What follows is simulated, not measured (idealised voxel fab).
process module | voxel self aligned vias
cross-section cut | 175 nm wide | cells 5 nm
A cross-section is a grid of square cells, given in bands from the top down. A band is one or more rows of cells.
Each band's line starts with the height of the band's top and of its bottom, in nm. Then come its materials from left to right, each with its width in nm. One material with "throughout" fills the band from edge to edge. "air" is empty space.
Height 0 is the level under which the wafer as received is all one material. The lowest band goes on downwards, as in "0 down".
A width such as "30 to 40" changes by the same amount from each row of cells to the next, from the band's top row to its bottom row.
"no change" after a step means that no cell of the cross-section changed.
closed voids: empty space of 8 cells or more with no open way to the top, each as width x height at its distance from the left edge, in nm
after a step's settings: what the simulator itself notes on the step
overlay nm, on a step with a mask: how far to the right of its planned place the mask lay; to the left if negative
plan
1 op RECEIVE | material Si
2 op CONFORMAL_DEP | material SiO2 | thk nm 15
3 op CONFORMAL_DEP | material SiCN | thk nm 5
4 op DIRECTIONAL_DEP | material lowk | thk nm 30
5 op DIRECTIONAL_DEP | material aC | thk nm 15
6 op PATTERN | tone open | mask id LINES | material resist | width nm 25 | pitch nm 65 | thk nm 35 | overlay nm 0
7 op DIRECTIONAL_ETCH | etch materials aC | depth nm 15
8 op STRIP | etch materials resist
9 op DIRECTIONAL_ETCH | etch materials lowk | depth nm 30
10 op STRIP | etch materials aC
11 op CONFORMAL_DEP | material TiN | thk nm 5
12 op FILL_DEP | material W | thk nm 5
13 op CMP | height nm 50
14 op SELECTIVE_ETCH | etch materials W Ru TiN | depth nm 10
15 op FILL_DEP | material SiN | thk nm 10
16 op CMP | height nm 50
17 op DIRECTIONAL_DEP | material lowk | thk nm 20
18 op DIRECTIONAL_DEP | material aC | thk nm 10
19 op PATTERN | tone open | mask id VIAS | material resist | width nm 35 | thk nm 30 | overlay nm 0
20 op DIRECTIONAL_ETCH | etch materials aC | depth nm 10
21 op STRIP | etch materials resist
22 op DIRECTIONAL_ETCH | etch materials lowk | depth nm 20
23 op DIRECTIONAL_ETCH | etch materials SiN | depth nm 10
24 op STRIP | etch materials aC
25 op CONFORMAL_DEP | material TiN | thk nm 5
26 op FILL_DEP | material W | thk nm 10
27 op CMP | height nm 70
28 op CONFORMAL_DEP | material SiN | thk nm 5
as received, after step 1
  0 down: Si throughout
  closed voids: none
a wafer at the end: this start, this plan, one mistake
  75 to 70: SiN throughout
  70 to 55: lowk 35 | TiN 5 | W 25 | TiN 5 | lowk 105
  55 to 50: lowk 35 | TiN 35 | lowk 105
  50 to 40: SiN 35 | TiN 5 | lowk 25 | TiN 5 | SiN 35 | lowk 25 | SiN 45
  40 to 25: W 35 | TiN 5 | lowk 25 | TiN 5 | W 30 | TiN 5 | lowk 25 | TiN 5 | W 40
  25 to 20: TiN 40 | lowk 25 | TiN 40 | lowk 25 | TiN 45
  20 to 15: SiCN throughout
  15 to 0: SiO2 throughout
  0 down: Si throughout
  closed voids: none
what went wrong: step 6 ran as: op PATTERN | tone cover | mask id LINES | material resist | width nm 25 | pitch nm 65 | thk nm 35 | overlay nm 0
